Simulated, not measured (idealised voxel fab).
The name of this process module is voxel transistor to metal.
Square cells of 5 nm make up the cross-section cut, whose width is 205 nm.
Bands, listed from the top down, are how a cross-section gets written in this document; the cross-section itself is a grid of square cells, and a band is one or more rows of them. The entry gives the band's vertical extent as a top height and a bottom height in nm, then its horizontal make-up as materials from left to right, each with a width in nm. "empty" stands for empty space; a single material marked "everywhere" fills the band edge to edge. The reference from which all heights are counted is 0, the level beneath which the as-received wafer is entirely one material; the lowest band, having no lower bound, proceeds downward and is written after the example "0 nm and below". You'd read "30->40" like this: the band's top row of cells is as wide as the first number, its bottom row is as wide as the second, and going down, every row changes width by the same amount as the row before did. "nothing got changed" (step): cross-section cells unchanged, all of them. Reported under the label "Unvented internal voids" are the empty spaces having no open way to the top and comprising 8 cells or more; the notation for each is width x height at distance, in which the distance is measured from the left edge and all three values are in nm. If you see something after the settings on a step's line, that's the simulator's own remark about that step. The line of a step may include "overlay nm". On a step with a mask, this value is how far to the right of its planned place the mask lay. A negative value means the mask lay to the left. Quick note on how to read the rest: it's all pairs. You get the cross-section before a process step and the one after, but the after one only goes down as far as the lowest band that changed. The step in between, with its settings, sits under the pair. Heads up, the pairs can come from different runs of this module on the same starting wafer, so don't assume a pair picks up from the one above unless its "Prior to processing" entry says it does.
# Prior to processing
    95 nm to 65 nm  50 resist, then 20 empty, then 65 resist, then 20 empty, then 50 resist
    65 nm to 55 nm  aC everywhere
    55 nm to 40 nm  SiO2 everywhere
    40 nm to 30 nm  80 SiO2, then 10 SiN, then 25 SiCN, then 10 SiN, then 80 SiO2
    30 nm to 10 nm  80 SiO2, then 10 SiN, then 25 polySi, then 10 SiN, then 80 SiO2
    10 nm to 0 nm  35 SiO2, then 10 SiN, then 35 SiO2, then 10 SiN, then 25 polySi, then 10 SiN, then 35 SiO2, then 10 SiN, then 35 SiO2
    0 nm to -5 nm  35 SiO2, then 15 SiN, then 25 SiO2, then 5 SiGe, then 45 SiO2, then 5 SiGe, then 25 SiO2, then 15 SiN, then 35 SiO2
    -5 nm to -10 nm  55 SiO2, then 25 SiGe, then 45 Si, then 25 SiGe, then 55 SiO2
    -10 nm to -35 nm  50 SiO2, then 105 Si, then 50 SiO2
    -35 nm and below  Si everywhere
    Unvented internal voids: none
# Post-Step Section View
    85 nm to 65 nm  50 resist, then 20 empty, then 65 resist, then 20 empty, then 50 resist
    65 nm to 55 nm  50 aC, then 20 empty, then 65 aC, then 20 empty, then 50 aC
    Note: structure below 55 unchanged.
    Unvented internal voids: none
The before and after cross-sections above differ by one step: DIRECTIONAL_ETCH,etch materials aC,depth nm 10
Prior to processing: equal to the after panel directly above.
# Post-Step Section View
    65 nm to 55 nm  50 aC, then 20 empty, then 65 aC, then 20 empty, then 50 aC
    Note: structure below 55 unchanged.
    Unvented internal voids: none
The before and after cross-sections above differ by one step: STRIP,etch materials resist
Prior to processing: equal to the after panel directly above.
# Post-Step Section View
    65 nm to 55 nm  50 aC, then 20 empty, then 65 aC, then 20 empty, then 50 aC
    55 nm to 40 nm  50 SiO2, then 20 empty, then 65 SiO2, then 20 empty, then 50 SiO2
    40 nm to 30 nm  50 SiO2, then 20 empty, then 10 SiO2, then 10 SiN, then 25 SiCN, then 10 SiN, then 10 SiO2, then 20 empty, then 50 SiO2
    30 nm to 10 nm  50 SiO2, then 20 empty, then 10 SiO2, then 10 SiN, then 25 polySi, then 10 SiN, then 10 SiO2, then 20 empty, then 50 SiO2
    10 nm to 0 nm  35 SiO2, then 10 SiN, then 5 SiO2, then 20 empty, then 10 SiO2, then 10 SiN, then 25 polySi, then 10 SiN, then 10 SiO2, then 20 empty, then 5 SiO2, then 10 SiN, then 35 SiO2
    0 nm to -5 nm  35 SiO2, then 15 SiN, then 20 empty, then 5 SiO2, then 5 SiGe, then 45 SiO2, then 5 SiGe, then 5 SiO2, then 20 empty, then 15 SiN, then 35 SiO2
    Note: structure below -5 unchanged.
    Unvented internal voids: none
The before and after cross-sections above differ by one step: DIRECTIONAL_ETCH,etch materials SiO2,depth nm 60
Prior to processing: equal to the after panel directly above.
# Post-Step Section View
    55 nm to 40 nm  50 SiO2, then 20 empty, then 65 SiO2, then 20 empty, then 50 SiO2
    Note: structure below 40 unchanged.
    Unvented internal voids: none
The before and after cross-sections above differ by one step: STRIP,etch materials aC
Prior to processing: equal to the after panel directly above.
# Post-Step Section View
    60 nm to 55 nm  55 TiN, then 10 empty, then 75 TiN, then 10 empty, then 55 TiN
    55 nm to 40 nm  50 SiO2, then 5 TiN, then 10 empty, then 5 TiN, then 65 SiO2, then 5 TiN, then 10 empty, then 5 TiN, then 50 SiO2
    40 nm to 30 nm  50 SiO2, then 5 TiN, then 10 empty, then 5 TiN, then 10 SiO2, then 10 SiN, then 25 SiCN, then 10 SiN, then 10 SiO2, then 5 TiN, then 10 empty, then 5 TiN, then 50 SiO2
    30 nm to 10 nm  50 SiO2, then 5 TiN, then 10 empty, then 5 TiN, then 10 SiO2, then 10 SiN, then 25 polySi, then 10 SiN, then 10 SiO2, then 5 TiN, then 10 empty, then 5 TiN, then 50 SiO2
    10 nm to 0 nm  35 SiO2, then 10 SiN, then 5 SiO2, then 5 TiN, then 10 empty, then 5 TiN, then 10 SiO2, then 10 SiN, then 25 polySi, then 10 SiN, then 10 SiO2, then 5 TiN, then 10 empty, then 5 TiN, then 5 SiO2, then 10 SiN, then 35 SiO2
    0 nm to -5 nm  35 SiO2, then 15 SiN, then 20 TiN, then 5 SiO2, then 5 SiGe, then 45 SiO2, then 5 SiGe, then 5 SiO2, then 20 TiN, then 15 SiN, then 35 SiO2
    Note: structure below -5 unchanged.
    Unvented internal voids: none
The before and after cross-sections above differ by one step: CONFORMAL_DEP,material TiN,thk nm 5
Prior to processing: equal to the after panel directly above.
# Post-Step Section View
    65 nm to 60 nm  W everywhere
    60 nm to 55 nm  55 TiN, then 10 W, then 75 TiN, then 10 W, then 55 TiN
    55 nm to 40 nm  50 SiO2, then 5 TiN, then 10 W, then 5 TiN, then 65 SiO2, then 5 TiN, then 10 W, then 5 TiN, then 50 SiO2
    40 nm to 30 nm  50 SiO2, then 5 TiN, then 10 W, then 5 TiN, then 10 SiO2, then 10 SiN, then 25 SiCN, then 10 SiN, then 10 SiO2, then 5 TiN, then 10 W, then 5 TiN, then 50 SiO2
    30 nm to 10 nm  50 SiO2, then 5 TiN, then 10 W, then 5 TiN, then 10 SiO2, then 10 SiN, then 25 polySi, then 10 SiN, then 10 SiO2, then 5 TiN, then 10 W, then 5 TiN, then 50 SiO2
    10 nm to 0 nm  35 SiO2, then 10 SiN, then 5 SiO2, then 5 TiN, then 10 W, then 5 TiN, then 10 SiO2, then 10 SiN, then 25 polySi, then 10 SiN, then 10 SiO2, then 5 TiN, then 10 W, then 5 TiN, then 5 SiO2, then 10 SiN, then 35 SiO2
    Note: structure below 0 unchanged.
    Unvented internal voids: none
The before and after cross-sections above differ by one step: FILL_DEP,material W,thk nm 5
Prior to processing: equal to the after panel directly above.
# Post-Step Section View
    55 nm to 40 nm  50 SiO2, then 5 TiN, then 10 W, then 5 TiN, then 65 SiO2, then 5 TiN, then 10 W, then 5 TiN, then 50 SiO2
    Note: structure below 40 unchanged.
    Unvented internal voids: none
The before and after cross-sections above differ by one step: CMP,height nm 55
Prior to processing: equal to the after panel directly above.
# Post-Step Section View
    60 nm to 55 nm  TiN everywhere
    Note: structure below 55 unchanged.
    Unvented internal voids: none
The before and after cross-sections above differ by one step: DIRECTIONAL_DEP,material TiN,thk nm 5
Prior to processing: equal to the after panel directly above.
# Post-Step Section View
    85 nm to 60 nm  W everywhere
    Note: structure below 60 unchanged.
    Unvented internal voids: none
The before and after cross-sections above differ by one step: DIRECTIONAL_DEP,material W,thk nm 25
Prior to processing: equal to the after panel directly above.
# Post-Step Section View
    85 nm to 60 nm  50 empty, then 20 W, then 65 empty, then 20 W, then 50 empty
    Note: structure below 60 unchanged.
    Unvented internal voids: none
The before and after cross-sections above differ by one step: MASKED_ETCH,tone cover,mask id METAL_1,width nm 20,pitch nm 85,etch materials W,depth nm 25,overlay nm 0
Prior to processing: equal to the after panel directly above.
# Post-Step Section View
    85 nm to 60 nm  50 empty, then 20 W, then 65 empty, then 20 W, then 50 empty
    60 nm to 55 nm  50 empty, then 20 TiN, then 65 empty, then 20 TiN, then 50 empty
    Note: structure below 55 unchanged.
    Unvented internal voids: none
The before and after cross-sections above differ by one step: MASKED_ETCH,tone cover,mask id METAL_1,width nm 20,pitch nm 85,etch materials TiN,depth nm 5,overlay nm 0
Prior to processing: equal to the after panel directly above.
# Post-Step Section View
    95 nm to 85 nm  lowk everywhere
    85 nm to 60 nm  50 lowk, then 20 W, then 65 lowk, then 20 W, then 50 lowk
    60 nm to 55 nm  50 lowk, then 20 TiN, then 65 lowk, then 20 TiN, then 50 lowk
    Note: structure below 55 unchanged.
    Unvented internal voids: none
The before and after cross-sections above differ by one step: FILL_DEP,material lowk,thk nm 10
Prior to processing: equal to the after panel directly above.
# Post-Step Section View
    85 nm to 60 nm  50 lowk, then 20 W, then 65 lowk, then 20 W, then 50 lowk
    Note: structure below 60 unchanged.
    Unvented internal voids: none
The before and after cross-sections above differ by one step: CMP,height nm 85
Prior to processing: equal to the after panel directly above.
# Post-Step Section View
    90 nm to 85 nm  SiCN everywhere
    Note: structure below 85 unchanged.
    Unvented internal voids: none
The before and after cross-sections above differ by one step: CONFORMAL_DEP,material SiCN,thk nm 5
Prior to processing: equal to the after panel directly above.
# Post-Step Section View
    115 nm to 90 nm  SiO2 everywhere
    Note: structure below 90 unchanged.
    Unvented internal voids: none
The before and after cross-sections above differ by one step: DIRECTIONAL_DEP,material SiO2,thk nm 25
Prior to processing: equal to the after panel directly above.
# Post-Step Section View
    130 nm to 115 nm  aC everywhere
    Note: structure below 115 unchanged.
    Unvented internal voids: none
The before and after cross-sections above differ by one step: DIRECTIONAL_DEP,material aC,thk nm 15
Prior to processing: equal to the after panel directly above.
# Post-Step Section View
    160 nm to 130 nm  50 resist, then 20 empty, then 65 resist, then 20 empty, then 50 resist
    Note: structure below 130 unchanged.
    Unvented internal voids: none
The before and after cross-sections above differ by one step: PATTERN,tone open,mask id METAL_2,material resist,width nm 20,pitch nm 85,thk nm 30,overlay nm 0
Prior to processing: equal to the after panel directly above.
# Post-Step Section View
    145 nm to 130 nm  50 resist, then 20 empty, then 65 resist, then 20 empty, then 50 resist
    130 nm to 115 nm  50 aC, then 20 empty, then 65 aC, then 20 empty, then 50 aC
    Note: structure below 115 unchanged.
    Unvented internal voids: none
The before and after cross-sections above differ by one step: DIRECTIONAL_ETCH,etch materials aC,depth nm 15
Prior to processing: equal to the after panel directly above.
# Post-Step Section View
    130 nm to 115 nm  50 aC, then 20 empty, then 65 aC, then 20 empty, then 50 aC
    Note: structure below 115 unchanged.
    Unvented internal voids: none
The before and after cross-sections above differ by one step: STRIP,etch materials resist
Prior to processing: equal to the after panel directly above.
# Post-Step Section View
    130 nm to 115 nm  50 aC, then 20 empty, then 65 aC, then 20 empty, then 50 aC
    115 nm to 100 nm  50 SiO2, then 20 empty, then 65 SiO2, then 20 empty, then 50 SiO2
    Note: structure below 100 unchanged.
    Unvented internal voids: none
The before and after cross-sections above differ by one step: DIRECTIONAL_ETCH,etch materials SiO2,depth nm 15
Prior to processing: equal to the after panel directly above.
# Post-Step Section View
    115 nm to 100 nm  50 SiO2, then 20 empty, then 65 SiO2, then 20 empty, then 50 SiO2
    Note: structure below 100 unchanged.
    Unvented internal voids: none
The before and after cross-sections above differ by one step: STRIP,etch materials aC
Prior to processing: equal to the after panel directly above.
# Post-Step Section View
    130 nm to 115 nm  50 aC, then 20 empty, then 65 aC, then 20 empty, then 50 aC
    115 nm to 100 nm  50 SiO2, then 20 aC, then 65 SiO2, then 20 aC, then 50 SiO2
    Note: structure below 100 unchanged.
    Unvented internal voids: none
The before and after cross-sections above differ by one step: DIRECTIONAL_DEP,material aC,thk nm 15
Prior to processing: equal to the after panel directly above.
# Post-Step Section View
    160 nm to 130 nm  50 resist, then 15 empty, then 70 resist, then 15 empty, then 55 resist
    130 nm to 115 nm  50 aC, then 15 empty, then 5 resist, then 65 aC, then 15 empty, then 5 resist, then 50 aC
    Note: structure below 115 unchanged.
    Unvented internal voids: none
The before and after cross-sections above differ by one step: PATTERN,tone open,mask id METAL_2_HOLES,material resist,width nm 15,pitch nm 85,thk nm 30,overlay nm 0
Prior to processing: equal to the after panel directly above.
# Post-Step Section View
    145 nm to 130 nm  50 resist, then 15 empty, then 70 resist, then 15 empty, then 55 resist
    130 nm to 115 nm  50 aC, then 15 empty, then 5 resist, then 65 aC, then 15 empty, then 5 resist, then 50 aC
    115 nm to 100 nm  50 SiO2, then 15 empty, then 5 aC, then 65 SiO2, then 15 empty, then 5 aC, then 50 SiO2
    Note: structure below 100 unchanged.
    Unvented internal voids: none
The before and after cross-sections above differ by one step: DIRECTIONAL_ETCH,etch materials aC,depth nm 15
Prior to processing: equal to the after panel directly above.
# Post-Step Section View
    130 nm to 115 nm  50 aC, then 20 empty, then 65 aC, then 20 empty, then 50 aC
    Note: structure below 115 unchanged.
    Unvented internal voids: none
The before and after cross-sections above differ by one step: STRIP,etch materials resist
Prior to processing: equal to the after panel directly above.
# Post-Step Section View
    130 nm to 115 nm  50 aC, then 20 empty, then 65 aC, then 20 empty, then 50 aC
    115 nm to 100 nm  50 SiO2, then 15 empty, then 5 aC, then 65 SiO2, then 15 empty, then 5 aC, then 50 SiO2
    100 nm to 90 nm  50 SiO2, then 15 empty, then 70 SiO2, then 15 empty, then 55 SiO2
    Note: structure below 90 unchanged.
    Unvented internal voids: none
The before and after cross-sections above differ by one step: DIRECTIONAL_ETCH,etch materials SiO2,depth nm 10
Prior to processing: equal to the after panel directly above.
# Post-Step Section View
    130 nm to 115 nm  50 aC, then 20 empty, then 65 aC, then 20 empty, then 50 aC
    115 nm to 100 nm  50 SiO2, then 15 empty, then 5 aC, then 65 SiO2, then 15 empty, then 5 aC, then 50 SiO2
    100 nm to 90 nm  50 SiO2, then 15 empty, then 70 SiO2, then 15 empty, then 55 SiO2
    90 nm to 85 nm  50 SiCN, then 15 empty, then 70 SiCN, then 15 empty, then 55 SiCN
    Note: structure below 85 unchanged.
    Unvented internal voids: none
The before and after cross-sections above differ by one step: DIRECTIONAL_ETCH,etch materials SiCN,depth nm 5
Prior to processing: equal to the after panel directly above.
# Post-Step Section View
    115 nm to 100 nm  50 SiO2, then 20 empty, then 65 SiO2, then 20 empty, then 50 SiO2
    Note: structure below 100 unchanged.
    Unvented internal voids: none
The before and after cross-sections above differ by one step: STRIP,etch materials aC
Prior to processing: equal to the after panel directly above.
# Post-Step Section View
    120 nm to 115 nm  55 TiN, then 10 empty, then 75 TiN, then 10 empty, then 55 TiN
    115 nm to 105 nm  50 SiO2, then 5 TiN, then 10 empty, then 5 TiN, then 65 SiO2, then 5 TiN, then 10 empty, then 5 TiN, then 50 SiO2
    105 nm to 100 nm  50 SiO2, then 5 TiN, then 5 empty, then 10 TiN, then 65 SiO2, then 5 TiN, then 5 empty, then 10 TiN, then 50 SiO2
    100 nm to 90 nm  50 SiO2, then 5 TiN, then 5 empty, then 5 TiN, then 70 SiO2, then 5 TiN, then 5 empty, then 5 TiN, then 55 SiO2
    90 nm to 85 nm  50 SiCN, then 15 TiN, then 70 SiCN, then 15 TiN, then 55 SiCN
    Note: structure below 85 unchanged.
    Unvented internal voids: none
The before and after cross-sections above differ by one step: CONFORMAL_DEP,material TiN,thk nm 5
Prior to processing: equal to the after panel directly above.
# Post-Step Section View
    130 nm to 120 nm  Ru everywhere
    120 nm to 115 nm  55 TiN, then 10 Ru, then 75 TiN, then 10 Ru, then 55 TiN
    115 nm to 105 nm  50 SiO2, then 5 TiN, then 10 Ru, then 5 TiN, then 65 SiO2, then 5 TiN, then 10 Ru, then 5 TiN, then 50 SiO2
    105 nm to 100 nm  50 SiO2, then 5 TiN, then 5 Ru, then 10 TiN, then 65 SiO2, then 5 TiN, then 5 Ru, then 10 TiN, then 50 SiO2
    100 nm to 90 nm  50 SiO2, then 5 TiN, then 5 Ru, then 5 TiN, then 70 SiO2, then 5 TiN, then 5 Ru, then 5 TiN, then 55 SiO2
    Note: structure below 90 unchanged.
    Unvented internal voids: none
The before and after cross-sections above differ by one step: FILL_DEP,material Ru,thk nm 10
Prior to processing: equal to the after panel directly above.
# Post-Step Section View
    115 nm to 105 nm  50 SiO2, then 5 TiN, then 10 Ru, then 5 TiN, then 65 SiO2, then 5 TiN, then 10 Ru, then 5 TiN, then 50 SiO2
    Note: structure below 105 unchanged.
    Unvented internal voids: none
The before and after cross-sections above differ by one step: CMP,height nm 115
Prior to processing: equal to the after panel directly above.
# Post-Step Section View
    120 nm to 115 nm  SiCN everywhere
    Note: structure below 115 unchanged.
    Unvented internal voids: none
The before and after cross-sections above differ by one step: CONFORMAL_DEP,material SiCN,thk nm 5
# Prior to processing
    60 nm to 55 nm  TiN everywhere
    55 nm to 40 nm  50 SiO2, then 5 TiN, then 10 W, then 5 TiN, then 65 SiO2, then 5 TiN, then 10 W, then 5 TiN, then 50 SiO2
    40 nm to 30 nm  50 SiO2, then 5 TiN, then 10 W, then 5 TiN, then 10 SiO2, then 10 SiN, then 25 SiCN, then 10 SiN, then 10 SiO2, then 5 TiN, then 10 W, then 5 TiN, then 50 SiO2
    30 nm to 10 nm  50 SiO2, then 5 TiN, then 10 W, then 5 TiN, then 10 SiO2, then 10 SiN, then 25 polySi, then 10 SiN, then 10 SiO2, then 5 TiN, then 10 W, then 5 TiN, then 50 SiO2
    10 nm to 0 nm  40 SiO2, then 10 SiN, then 5 TiN, then 10 W, then 5 TiN, then 10 SiO2, then 10 SiN, then 25 polySi, then 10 SiN, then 10 SiO2, then 5 TiN, then 10 W, then 5 TiN, then 10 SiN, then 40 SiO2
    0 nm to -5 nm  50 SiO2, then 20 TiN, then 5 SiO2, then 5 SiGe, then 45 SiO2, then 5 SiGe, then 5 SiO2, then 20 TiN, then 50 SiO2
    -5 nm to -10 nm  50 SiO2, then 30 SiGe, then 45 Si, then 30 SiGe, then 50 SiO2
    -10 nm to -35 nm  50 SiO2, then 105 Si, then 50 SiO2
    -35 nm and below  Si everywhere
    Unvented internal voids: none
# Post-Step Section View
    75 nm to 60 nm  W everywhere
    Note: structure below 60 unchanged.
    Unvented internal voids: none
The before and after cross-sections above differ by one step: DIRECTIONAL_DEP,material W,thk nm 15
Prior to processing: equal to the after panel directly above.
# Post-Step Section View
    75 nm to 60 nm  50 empty, then 20 W, then 65 empty, then 20 W, then 50 empty
    Note: structure below 60 unchanged.
    Unvented internal voids: none
The before and after cross-sections above differ by one step: MASKED_ETCH,tone cover,mask id METAL_1,width nm 20,pitch nm 85,etch materials W,depth nm 25,overlay nm 0
Prior to processing: equal to the after panel directly above.
# Post-Step Section View
    75 nm to 60 nm  50 empty, then 20 W, then 65 empty, then 20 W, then 50 empty
    60 nm to 55 nm  50 empty, then 20 TiN, then 65 empty, then 20 TiN, then 50 empty
    Note: structure below 55 unchanged.
    Unvented internal voids: none
The before and after cross-sections above differ by one step: MASKED_ETCH,tone cover,mask id METAL_1,width nm 20,pitch nm 85,etch materials TiN,depth nm 5,overlay nm 0
Prior to processing: equal to the after panel directly above.
# Post-Step Section View
    85 nm to 75 nm  lowk everywhere
    75 nm to 60 nm  50 lowk, then 20 W, then 65 lowk, then 20 W, then 50 lowk
    60 nm to 55 nm  50 lowk, then 20 TiN, then 65 lowk, then 20 TiN, then 50 lowk
    Note: structure below 55 unchanged.
    Unvented internal voids: none
The before and after cross-sections above differ by one step: FILL_DEP,material lowk,thk nm 10
Prior to processing: equal to the after panel directly above.
# Post-Step Section View
    90 nm to 85 nm  SiCN everywhere
    Note: structure below 85 unchanged.
    Unvented internal voids: none
The before and after cross-sections above differ by one step: CONFORMAL_DEP,material SiCN,thk nm 5
Prior to processing: equal to the after panel directly above.
# Post-Step Section View
    115 nm to 90 nm  SiO2 everywhere
    Note: structure below 90 unchanged.
    Unvented internal voids: none
The before and after cross-sections above differ by one step: DIRECTIONAL_DEP,material SiO2,thk nm 25
Prior to processing: equal to the after panel directly above.
# Post-Step Section View
    130 nm to 115 nm  aC everywhere
    Note: structure below 115 unchanged.
    Unvented internal voids: none
The before and after cross-sections above differ by one step: DIRECTIONAL_DEP,material aC,thk nm 15
Prior to processing: equal to the after panel directly above.
# Post-Step Section View
    160 nm to 130 nm  50 resist, then 20 empty, then 65 resist, then 20 empty, then 50 resist
    Note: structure below 130 unchanged.
    Unvented internal voids: none
The before and after cross-sections above differ by one step: PATTERN,tone open,mask id METAL_2,material resist,width nm 20,pitch nm 85,thk nm 30,overlay nm 0
Prior to processing: equal to the after panel directly above.
# Post-Step Section View
    145 nm to 130 nm  50 resist, then 20 empty, then 65 resist, then 20 empty, then 50 resist
    130 nm to 115 nm  50 aC, then 20 empty, then 65 aC, then 20 empty, then 50 aC
    Note: structure below 115 unchanged.
    Unvented internal voids: none
The before and after cross-sections above differ by one step: DIRECTIONAL_ETCH,etch materials aC,depth nm 15
Prior to processing: equal to the after panel directly above.
# Post-Step Section View
    130 nm to 115 nm  50 aC, then 20 empty, then 65 aC, then 20 empty, then 50 aC
    Note: structure below 115 unchanged.
    Unvented internal voids: none
The before and after cross-sections above differ by one step: STRIP,etch materials resist
Prior to processing: equal to the after panel directly above.
# Post-Step Section View
    130 nm to 115 nm  50 aC, then 20 empty, then 65 aC, then 20 empty, then 50 aC
    115 nm to 100 nm  50 SiO2, then 20 empty, then 65 SiO2, then 20 empty, then 50 SiO2
    Note: structure below 100 unchanged.
    Unvented internal voids: none
The before and after cross-sections above differ by one step: DIRECTIONAL_ETCH,etch materials SiO2,depth nm 15
Prior to processing: equal to the after panel directly above.
# Post-Step Section View
    115 nm to 100 nm  50 SiO2, then 20 empty, then 65 SiO2, then 20 empty, then 50 SiO2
    Note: structure below 100 unchanged.
    Unvented internal voids: none
The before and after cross-sections above differ by one step: STRIP,etch materials aC
Prior to processing: equal to the after panel directly above.
# Post-Step Section View
    130 nm to 115 nm  50 aC, then 20 empty, then 65 aC, then 20 empty, then 50 aC
    115 nm to 100 nm  50 SiO2, then 20 aC, then 65 SiO2, then 20 aC, then 50 SiO2
    Note: structure below 100 unchanged.
    Unvented internal voids: none
The before and after cross-sections above differ by one step: DIRECTIONAL_DEP,material aC,thk nm 15
Prior to processing: equal to the after panel directly above.
# Post-Step Section View
    160 nm to 130 nm  50 resist, then 15 empty, then 70 resist, then 15 empty, then 55 resist
    130 nm to 115 nm  50 aC, then 15 empty, then 5 resist, then 65 aC, then 15 empty, then 5 resist, then 50 aC
    Note: structure below 115 unchanged.
    Unvented internal voids: none
The before and after cross-sections above differ by one step: PATTERN,tone open,mask id METAL_2_HOLES,material resist,width nm 15,pitch nm 85,thk nm 30,overlay nm 0
Prior to processing: equal to the after panel directly above.
# Post-Step Section View
    145 nm to 130 nm  50 resist, then 15 empty, then 70 resist, then 15 empty, then 55 resist
    130 nm to 115 nm  50 aC, then 15 empty, then 5 resist, then 65 aC, then 15 empty, then 5 resist, then 50 aC
    115 nm to 100 nm  50 SiO2, then 15 empty, then 5 aC, then 65 SiO2, then 15 empty, then 5 aC, then 50 SiO2
    Note: structure below 100 unchanged.
    Unvented internal voids: none
The before and after cross-sections above differ by one step: DIRECTIONAL_ETCH,etch materials aC,depth nm 15
Prior to processing: equal to the after panel directly above.
# Post-Step Section View
    130 nm to 115 nm  50 aC, then 20 empty, then 65 aC, then 20 empty, then 50 aC
    Note: structure below 115 unchanged.
    Unvented internal voids: none
The before and after cross-sections above differ by one step: STRIP,etch materials resist
Prior to processing: equal to the after panel directly above.
# Post-Step Section View
    130 nm to 115 nm  50 aC, then 20 empty, then 65 aC, then 20 empty, then 50 aC
    115 nm to 100 nm  50 SiO2, then 15 empty, then 5 aC, then 65 SiO2, then 15 empty, then 5 aC, then 50 SiO2
    100 nm to 90 nm  50 SiO2, then 15 empty, then 70 SiO2, then 15 empty, then 55 SiO2
    Note: structure below 90 unchanged.
    Unvented internal voids: none
The before and after cross-sections above differ by one step: DIRECTIONAL_ETCH,etch materials SiO2,depth nm 10
Prior to processing: equal to the after panel directly above.
# Post-Step Section View
    130 nm to 115 nm  50 aC, then 20 empty, then 65 aC, then 20 empty, then 50 aC
    115 nm to 100 nm  50 SiO2, then 15 empty, then 5 aC, then 65 SiO2, then 15 empty, then 5 aC, then 50 SiO2
    100 nm to 90 nm  50 SiO2, then 15 empty, then 70 SiO2, then 15 empty, then 55 SiO2
    90 nm to 85 nm  50 SiCN, then 15 empty, then 70 SiCN, then 15 empty, then 55 SiCN
    Note: structure below 85 unchanged.
    Unvented internal voids: none
The before and after cross-sections above differ by one step: DIRECTIONAL_ETCH,etch materials SiCN,depth nm 5
Prior to processing: equal to the after panel directly above.
# Post-Step Section View
    115 nm to 100 nm  50 SiO2, then 20 empty, then 65 SiO2, then 20 empty, then 50 SiO2
    Note: structure below 100 unchanged.
    Unvented internal voids: none
The before and after cross-sections above differ by one step: STRIP,etch materials aC
Prior to processing: equal to the after panel directly above.
# Post-Step Section View
    120 nm to 115 nm  55 TiN, then 10 empty, then 75 TiN, then 10 empty, then 55 TiN
    115 nm to 105 nm  50 SiO2, then 5 TiN, then 10 empty, then 5 TiN, then 65 SiO2, then 5 TiN, then 10 empty, then 5 TiN, then 50 SiO2
    105 nm to 100 nm  50 SiO2, then 5 TiN, then 5 empty, then 10 TiN, then 65 SiO2, then 5 TiN, then 5 empty, then 10 TiN, then 50 SiO2
    100 nm to 90 nm  50 SiO2, then 5 TiN, then 5 empty, then 5 TiN, then 70 SiO2, then 5 TiN, then 5 empty, then 5 TiN, then 55 SiO2
    90 nm to 85 nm  50 SiCN, then 15 TiN, then 70 SiCN, then 15 TiN, then 55 SiCN
    Note: structure below 85 unchanged.
    Unvented internal voids: none
The before and after cross-sections above differ by one step: CONFORMAL_DEP,material TiN,thk nm 5
Prior to processing: equal to the after panel directly above.
# Post-Step Section View
    130 nm to 120 nm  Ru everywhere
    120 nm to 115 nm  55 TiN, then 10 Ru, then 75 TiN, then 10 Ru, then 55 TiN
    115 nm to 105 nm  50 SiO2, then 5 TiN, then 10 Ru, then 5 TiN, then 65 SiO2, then 5 TiN, then 10 Ru, then 5 TiN, then 50 SiO2
    105 nm to 100 nm  50 SiO2, then 5 TiN, then 5 Ru, then 10 TiN, then 65 SiO2, then 5 TiN, then 5 Ru, then 10 TiN, then 50 SiO2
    100 nm to 90 nm  50 SiO2, then 5 TiN, then 5 Ru, then 5 TiN, then 70 SiO2, then 5 TiN, then 5 Ru, then 5 TiN, then 55 SiO2
    Note: structure below 90 unchanged.
    Unvented internal voids: none
The before and after cross-sections above differ by one step: FILL_DEP,material Ru,thk nm 10
Prior to processing: equal to the after panel directly above.
# Post-Step Section View
    115 nm to 105 nm  50 SiO2, then 5 TiN, then 10 Ru, then 5 TiN, then 65 SiO2, then 5 TiN, then 10 Ru, then 5 TiN, then 50 SiO2
    Note: structure below 105 unchanged.
    Unvented internal voids: none
The before and after cross-sections above differ by one step: CMP,height nm 115
Prior to processing: equal to the after panel directly above.
# Post-Step Section View
    120 nm to 115 nm  SiCN everywhere
    Note: structure below 115 unchanged.
    Unvented internal voids: none
The before and after cross-sections above differ by one step: CONFORMAL_DEP,material SiCN,thk nm 5
# Prior to processing
    20 nm to 5 nm  SiN everywhere
    5 nm to 0 nm  SiO2 everywhere
    0 nm and below  Si everywhere
    Unvented internal voids: none
# Post-Step Section View
    20 nm to 5 nm  50 empty, then 110 SiN, then 45 empty
    Note: structure below 5 unchanged.
    Unvented internal voids: none
The before and after cross-sections above differ by one step: MASKED_ETCH,tone cover,mask id ACTIVE,width nm 110,etch materials SiN,depth nm 15,overlay nm 0
Prior to processing: equal to the after panel directly above.
# Post-Step Section View
    20 nm to 5 nm  50 empty, then 110 SiN, then 45 empty
    5 nm to 0 nm  45 empty, then 115 SiO2, then 45 empty
    Note: structure below 0 unchanged.
    Unvented internal voids: none
The before and after cross-sections above differ by one step: MASKED_ETCH,tone cover,mask id ACTIVE,width nm 115,etch materials SiO2,depth nm 5,overlay nm 0
Prior to processing: equal to the after panel directly above.
# Post-Step Section View
    20 nm to 5 nm  50 empty, then 110 SiN, then 45 empty
    5 nm to 0 nm  45 empty, then 115 SiO2, then 45 empty
    0 nm to -30 nm  45 empty, then 115 Si, then 45 empty
    Note: structure below -30 unchanged.
    Unvented internal voids: none
The before and after cross-sections above differ by one step: MASKED_ETCH,tone cover,mask id ACTIVE,width nm 115,etch materials Si,depth nm 30,overlay nm 0
Prior to processing: equal to the after panel directly above.
# Post-Step Section View
    20 nm to 5 nm  50 empty, then 110 SiN, then 45 empty
    5 nm to 0 nm  45 empty, then 115 SiO2, then 45 empty
    0 nm to -30 nm  45 empty, then 5 SiO2, then 105 Si, then 5 SiO2, then 45 empty
    -30 nm to -35 nm  50 SiO2, then 105 Si, then 50 SiO2
    Note: structure below -35 unchanged.
    Unvented internal voids: none
The before and after cross-sections above differ by one step: OXIDIZE,depth nm 5
Prior to processing: equal to the after panel directly above.
# Post-Step Section View
    35 nm to 20 nm  SiO2 everywhere
    20 nm to 5 nm  50 SiO2, then 110 SiN, then 45 SiO2
    5 nm to 0 nm  SiO2 everywhere
    0 nm to -35 nm  50 SiO2, then 105 Si, then 50 SiO2
    Note: structure below -35 unchanged.
    Unvented internal voids: none
The before and after cross-sections above differ by one step: FILL_DEP,material SiO2,thk nm 15
Prior to processing: equal to the after panel directly above.
# Post-Step Section View
    20 nm to 5 nm  50 SiO2, then 110 SiN, then 45 SiO2
    Note: structure below 5 unchanged.
    Unvented internal voids: none
The before and after cross-sections above differ by one step: CMP,height nm 20
Prior to processing: equal to the after panel directly above.
# Post-Step Section View
    20 nm to 15 nm  50 empty, then 110 SiN, then 45 empty
    Note: structure below 15 unchanged.
    Unvented internal voids: none
The before and after cross-sections above differ by one step: SELECTIVE_ETCH,etch materials SiO2,depth nm 5
Prior to processing: equal to the after panel directly above.
# Post-Step Section View
    15 nm to 5 nm  50 SiO2, then 110 empty, then 45 SiO2
    Note: structure below 5 unchanged.
    Unvented internal voids: none
The before and after cross-sections above differ by one step: STRIP,etch materials SiN
